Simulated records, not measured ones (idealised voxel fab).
Process module in this document: voxel capacitor over wiring
Cross-section cut spans 235 nm and uses square cells 5 nm in size.
Cross-sections here: square-cell grids, written as top-down lists of bands, a band being one or more rows of cells. Band: top height; bottom height; in nm. Then, left to right: material with width in nm, for each material. "all across": a single material spanning edge to edge. "blank": empty space. Height is counted from the level 0, under which the received wafer is composed throughout of one material. The lowest of the bands is not closed at the bottom but continues downward, in the notation "0 down". Note: "30->40" means the width goes from the first number (top row of the band) to the second number (bottom row) in equal steps per row of cells. "all unchanged" means the step left every cell of the cross-section as it was. Empty spaces counting at least 8 cells and having no open way to the top are listed in "Sealed void list". The notation width x height at distance is used for each, the distance being from the left edge and all three values in nm. Anything after a step's settings on that line? It's the simulator's own note about the step. overlay nm: right-of-plan distance of the mask on a masked step; negative values mean left-of-plan.
List of planned process steps:
1. RECEIVE,material Si
2. CONFORMAL_DEP,material SiO2,thk nm 15
3. DIRECTIONAL_DEP,material TiN,thk nm 5
4. DIRECTIONAL_DEP,material W,thk nm 20
5. MASKED_ETCH,tone cover,mask id METAL_1,width nm 25,pitch nm 95,etch materials W,depth nm 20,overlay nm 0
6. MASKED_ETCH,tone cover,mask id METAL_1,width nm 25,pitch nm 95,etch materials TiN,depth nm 5,overlay nm 0
7. CONFORMAL_DEP,material SiN,thk nm 5
8. FILL_DEP,material lowk,thk nm 5
9. CMP,height nm 40
10. CONFORMAL_DEP,material SiCN,thk nm 5
11. DIRECTIONAL_DEP,material SiO2,thk nm 20
12. MASKED_ETCH,tone open,mask id PLUG_1,width nm 15,etch materials SiO2,depth nm 20,overlay nm 0
13. MASKED_ETCH,tone open,mask id PLUG_1,width nm 15,etch materials SiCN,depth nm 5,overlay nm 0
14. EPI,material Ru,thk nm 10
15. EPI,material Ru,thk nm 10
16. EPI,material Ru,thk nm 5
17. DIRECTIONAL_DEP,material TiN,thk nm 10
18. DIRECTIONAL_DEP,material Al2O3,thk nm 5
19. DIRECTIONAL_DEP,material TiN,thk nm 10
20. DIRECTIONAL_DEP,material aC,thk nm 15
21. PATTERN,tone cover,mask id UPPER_PLATE,material resist,width nm 75,thk nm 35,overlay nm 0
22. DIRECTIONAL_ETCH,etch materials aC,depth nm 15
23. STRIP,etch materials resist
24. DIRECTIONAL_ETCH,etch materials TiN,depth nm 10
25. DIRECTIONAL_ETCH,etch materials Al2O3,depth nm 5
26. STRIP,etch materials aC
27. MASKED_ETCH,tone cover,mask id LOWER_PLATE,width nm 85,etch materials TiN,depth nm 10,overlay nm 0
28. FILL_DEP,material SiO2,thk nm 15
29. CMP,height nm 100
30. DIRECTIONAL_DEP,material aC,thk nm 10
31. PATTERN,tone open,mask id PLUG_2,material resist,width nm 15,thk nm 25,overlay nm 0
32. DIRECTIONAL_ETCH,etch materials aC,depth nm 10
33. STRIP,etch materials resist
34. DIRECTIONAL_ETCH,etch materials SiO2,depth nm 10
35. STRIP,etch materials aC
36. CONFORMAL_DEP,material TiN,thk nm 5
37. FILL_DEP,material Ru,thk nm 10
38. CMP,height nm 100
39. CONFORMAL_DEP,material SiN,thk nm 5
The cross-section here shows the wafer as received, i.e. in its state after step 1:
> 0 down: Si all across
> Sealed void list: none
First wafer of two, sectioned at end of module; run went per plan:
> 105 to 100: SiN all across
> 100 to 95: SiO2 75 nm; TiN 5 nm; Ru 5 nm; TiN 5 nm; SiO2 145 nm
> 95 to 90: SiO2 75 nm; TiN 15 nm; SiO2 145 nm
> 90 to 80: SiO2 65 nm; TiN 75 nm; SiO2 95 nm
> 80 to 75: SiO2 65 nm; Al2O3 75 nm; SiO2 95 nm
> 75 to 65: SiO2 60 nm; TiN 85 nm; SiO2 90 nm
> 65 to 45: SiO2 65 nm; Ru 15 nm; SiO2 155 nm
> 45 to 40: SiCN 65 nm; Ru 15 nm; SiCN 155 nm
> 40 to 20: lowk 50 nm; SiN 5 nm; W 25 nm; SiN 5 nm; lowk 60 nm; SiN 5 nm; W 25 nm; SiN 5 nm; lowk 55 nm
> 20 to 15: SiN 55 nm; TiN 25 nm; SiN 70 nm; TiN 25 nm; SiN 60 nm
> 15 to 0: SiO2 all across
> 0 down: Si all across
> Sealed void list: none
So this is wafer number two of the two, cut at the end of the module - it started where the first did and had the same plan, we just got one thing wrong running it:
> 105 to 100: SiN all across
> 100 to 95: SiO2 75 nm; TiN 5 nm; Ru 5 nm; TiN 5 nm; SiO2 145 nm
> 95 to 90: SiO2 75 nm; TiN 15 nm; SiO2 145 nm
> 90 to 80: SiO2 65 nm; TiN 75 nm; SiO2 95 nm
> 80 to 75: SiO2 65 nm; Al2O3 75 nm; SiO2 95 nm
> 75 to 65: SiO2 60 nm; TiN 85 nm; SiO2 90 nm
> 65 to 45: SiO2 65 nm; Ru 15 nm; SiO2 155 nm
> 45 to 40: SiCN 65 nm; Ru 15 nm; SiCN 155 nm
> 40 to 35: SiN 55 nm; TiN 25 nm; SiN 70 nm; TiN 25 nm; SiN 60 nm
> 35 to 15: W all across
> 15 to 0: SiO2 all across
> 0 down: Si all across
> Sealed void list: none
In executing the process, a mistake was made relative to the plan: plan vs actual: 3 and 4 interchanged
Per the end-of-run cell counts, the second wafer holds more or fewer of some materials than the first: SiN -16, W +148, lowk -132
